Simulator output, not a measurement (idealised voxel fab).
process module | voxel ribs on slabs
cross-section cut | 165 nm wide | cells 5 nm
A cross-section is a grid of square cells, given in bands from the top down. A band is one or more rows of cells.
Each band's line starts with the height of the band's top and of its bottom, in nm. Then come its materials from left to right, each with its width in nm. One material with "throughout" fills the band from edge to edge. "air" is empty space.
Height 0 is the level under which the wafer as received is all one material. The lowest band goes on downwards, as in "0 down".
A width such as "30 to 40" changes by the same amount from each row of cells to the next, from the band's top row to its bottom row.
"no change" after a step means that no cell of the cross-section changed.
closed voids: empty space of 8 cells or more with no open way to the top, each as width x height at its distance from the left edge, in nm
after a step's settings: what the simulator itself notes on the step
overlay nm, on a step with a mask: how far to the right of its planned place the mask lay; to the left if negative
plan
1 op RECEIVE | material Si
2 op DIRECTIONAL_DEP | material SiO2 | thk nm 20
3 op DIRECTIONAL_DEP | material SiN | thk nm 15
4 op PATTERN | tone cover | mask id RIB | material resist | width nm 15 | thk nm 20 | overlay nm 0
5 op DIRECTIONAL_ETCH | etch materials SiN | depth nm 5
6 op STRIP | etch materials resist
7 op MASKED_ETCH | tone cover | mask id SLAB | width nm 55 | etch materials SiN | depth nm 10 | overlay nm 0
8 op FILL_DEP | material SiO2 | thk nm 25
9 op CMP | height nm 55
10 op DIRECTIONAL_DEP | material TiN | thk nm 10
11 op DIRECTIONAL_DEP | material aC | thk nm 10
12 op PATTERN | tone cover | mask id HEATER | material resist | width nm 25 | thk nm 30 | overlay nm 0
13 op DIRECTIONAL_ETCH | etch materials aC | depth nm 10
14 op STRIP | etch materials resist
15 op DIRECTIONAL_ETCH | etch materials TiN | depth nm 10
16 op STRIP | etch materials aC
17 op CONFORMAL_DEP | material SiO2 | thk nm 10
as received, after step 1
  0 down: Si throughout
  closed voids: none
a wafer at the end: this start, this plan, one mistake
  75 to 65: air 60 | SiO2 45 | air 60
  65 to 55: SiO2 70 | TiN 25 | SiO2 70
  55 to 45: SiO2 throughout
  45 to 40: SiO2 75 | SiN 15 | SiO2 75
  40 to 30: SiO2 55 | SiN 55 | SiO2 55
  30 to 0: SiO2 throughout
  0 down: Si throughout
  closed voids: none
what went wrong: step 2 ran as: op DIRECTIONAL_DEP | material SiO2 | thk nm 30
